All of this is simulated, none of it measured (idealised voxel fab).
The name of this process module is voxel transistor to metal.
Cross-sectional view cut (width: 260 nm; square cell size: 5 nm).
Cross-section format: a grid of square cells, given as bands from top to bottom; each band is one or more rows of cells.
Within each band entry, the heights of the top and of the bottom of the band appear first, in that order and in nm; the materials of the band then follow from left to right, each with its corresponding width in nm. The designation "edge to edge" on a single material indicates that it fills the band from edge to edge; the designation "blank" indicates empty space.
The level at which height equals 0 is the one under which the wafer, as it arrives, is entirely one material. No lower edge exists for the bottom band, which continues downward and is notated as in "0 and below".
A two-number width, for instance "30..40", indicates that the width is equal to the first number in the top row of the band and to the second number in the bottom row, and that it changes by a constant amount per row of cells.
The cross-section has no changed cell in any step marked "remained unchanged".
Look at "Enclosed void entries" for the closed voids: empty spaces with no open path to the top, sized 8 cells or up. Each is width x height at distance, distance from the left edge, all nm.
Step line, after settings: the simulator's comment on this step.
The optional step-line setting "overlay nm" applies to steps with a mask and quantifies how far to the right of its planned location the mask lay, a negative value indicating leftward placement.
### Planned step list for the process
1,RECEIVE: material Si
2,CONFORMAL_DEP: material SiO2, thk nm 5
3,CONFORMAL_DEP: material SiN, thk nm 15
4,DIRECTIONAL_DEP: material aC, thk nm 15
5,PATTERN: tone cover, mask id ACTIVE, material resist, width nm 100, pitch nm 130, thk nm 30, overlay nm 0
6,DIRECTIONAL_ETCH: etch materials aC, depth nm 15
7,STRIP: etch materials resist
8,DIRECTIONAL_ETCH: etch materials SiN, depth nm 15
9,DIRECTIONAL_ETCH: etch materials SiO2, depth nm 5
10,DIRECTIONAL_ETCH: etch materials Si, depth nm 25
11,STRIP: etch materials aC
12,FILL_DEP: material SiO2, thk nm 15
13,CMP: height nm 20
14,SELECTIVE_ETCH: etch materials SiO2, depth nm 15
15,STRIP: etch materials SiN
16,SELECTIVE_ETCH: etch materials SiO2, depth nm 5
17,OXIDIZE: depth nm 5
18,DIRECTIONAL_DEP: material polySi, thk nm 20
19,DIRECTIONAL_DEP: material SiCN, thk nm 15
20,PATTERN: tone cover, mask id GATE, material resist, width nm 15, pitch nm 130, thk nm 20, overlay nm 0
21,DIRECTIONAL_ETCH: etch materials SiCN, depth nm 25
22,DIRECTIONAL_ETCH: etch materials polySi, depth nm 30
23,STRIP: etch materials resist
24,CONFORMAL_DEP: material SiO2, thk nm 5
25,DIRECTIONAL_ETCH: etch materials SiO2, depth nm 5
26,CONFORMAL_DEP: material SiN, thk nm 10
27,DIRECTIONAL_ETCH: etch materials SiN, depth nm 10
28,DIRECTIONAL_ETCH: etch materials SiO2, depth nm 5
29,DIRECTIONAL_ETCH: etch materials Si, depth nm 10
30,EPI: material SiGe, thk nm 15
31,FILL_DEP: material SiO2, thk nm 5
32,CMP: height nm 35
33,DIRECTIONAL_DEP: material SiO2, thk nm 10
34,DIRECTIONAL_DEP: material aC, thk nm 15
35,PATTERN: tone open, mask id CONTACT, material resist, width nm 15, pitch nm 65, thk nm 35, overlay nm 0
36,DIRECTIONAL_ETCH: etch materials aC, depth nm 15
37,STRIP: etch materials resist
38,DIRECTIONAL_ETCH: etch materials SiO2, depth nm 35
39,STRIP: etch materials aC
40,CONFORMAL_DEP: material TiN, thk nm 5
41,FILL_DEP: material W, thk nm 5
42,CMP: height nm 45
43,DIRECTIONAL_DEP: material TiN, thk nm 5
44,DIRECTIONAL_DEP: material W, thk nm 15
45,DIRECTIONAL_DEP: material aC, thk nm 10
46,PATTERN: tone cover, mask id METAL_1, material resist, width nm 15, pitch nm 65, thk nm 25, overlay nm 0
47,DIRECTIONAL_ETCH: etch materials aC, depth nm 10
48,STRIP: etch materials resist
49,DIRECTIONAL_ETCH: etch materials W, depth nm 15
50,DIRECTIONAL_ETCH: etch materials TiN, depth nm 5
51,STRIP: etch materials aC
52,CONFORMAL_DEP: material SiCN, thk nm 5
53,FILL_DEP: material lowk, thk nm 5
54,CMP: height nm 65
55,CONFORMAL_DEP: material SiCN, thk nm 5
56,DIRECTIONAL_DEP: material lowk, thk nm 35
57,DIRECTIONAL_DEP: material aC, thk nm 10
58,PATTERN: tone open, mask id METAL_2, material resist, width nm 15, pitch nm 130, thk nm 25, overlay nm 0
59,DIRECTIONAL_ETCH: etch materials aC, depth nm 10
60,STRIP: etch materials resist
61,DIRECTIONAL_ETCH: etch materials lowk, depth nm 20
62,STRIP: etch materials aC
63,MASKED_ETCH: tone open, mask id METAL_2_HOLES, width nm 15, pitch nm 130, etch materials lowk, depth nm 15, overlay nm 0
64,MASKED_ETCH: tone open, mask id METAL_2_HOLES, width nm 15, pitch nm 130, etch materials SiCN, depth nm 5, overlay nm 0
65,CONFORMAL_DEP: material TiN, thk nm 5
66,FILL_DEP: material Cu, thk nm 5
67,CMP: height nm 105
68,CONFORMAL_DEP: material SiN, thk nm 5
What sets these wafers apart? The width nm at step 20. They all start alike, and the plan carries the first wafer's value.
### Cut through the first of several wafers as received, post step 1
* 0 and below | Si edge to edge
* Enclosed void entries: none
### Basically each wafer gets a line in the table, showing it at the end of the module: material by material, the cells it gained (+) or lost (-) since we got it, then its closed voids
width nm 15; +14 Cu; -144 Si; +128 SiCN; +94 SiGe; +108 SiN; +336 SiO2; +106 TiN; +60 W; +418 lowk; +24 polySi; Enclosed void entries: none
width nm 20; +14 Cu; -140 Si; +134 SiCN; +88 SiGe; +108 SiN; +324 SiO2; +106 TiN; +60 W; +418 lowk; +32 polySi; Enclosed void entries: none
width nm 25; +14 Cu; -136 Si; +140 SiCN; +82 SiGe; +108 SiN; +322 SiO2; +106 TiN; +50 W; +418 lowk; +40 polySi; Enclosed void entries: none
width nm 30; +14 Cu; -132 Si; +146 SiCN; +76 SiGe; +108 SiN; +320 SiO2; +106 TiN; +40 W; +418 lowk; +48 polySi; Enclosed void entries: none
width nm 35; +14 Cu; -128 Si; +152 SiCN; +70 SiGe; +108 SiN; +318 SiO2; +96 TiN; +40 W; +418 lowk; +56 polySi; Enclosed void entries: none
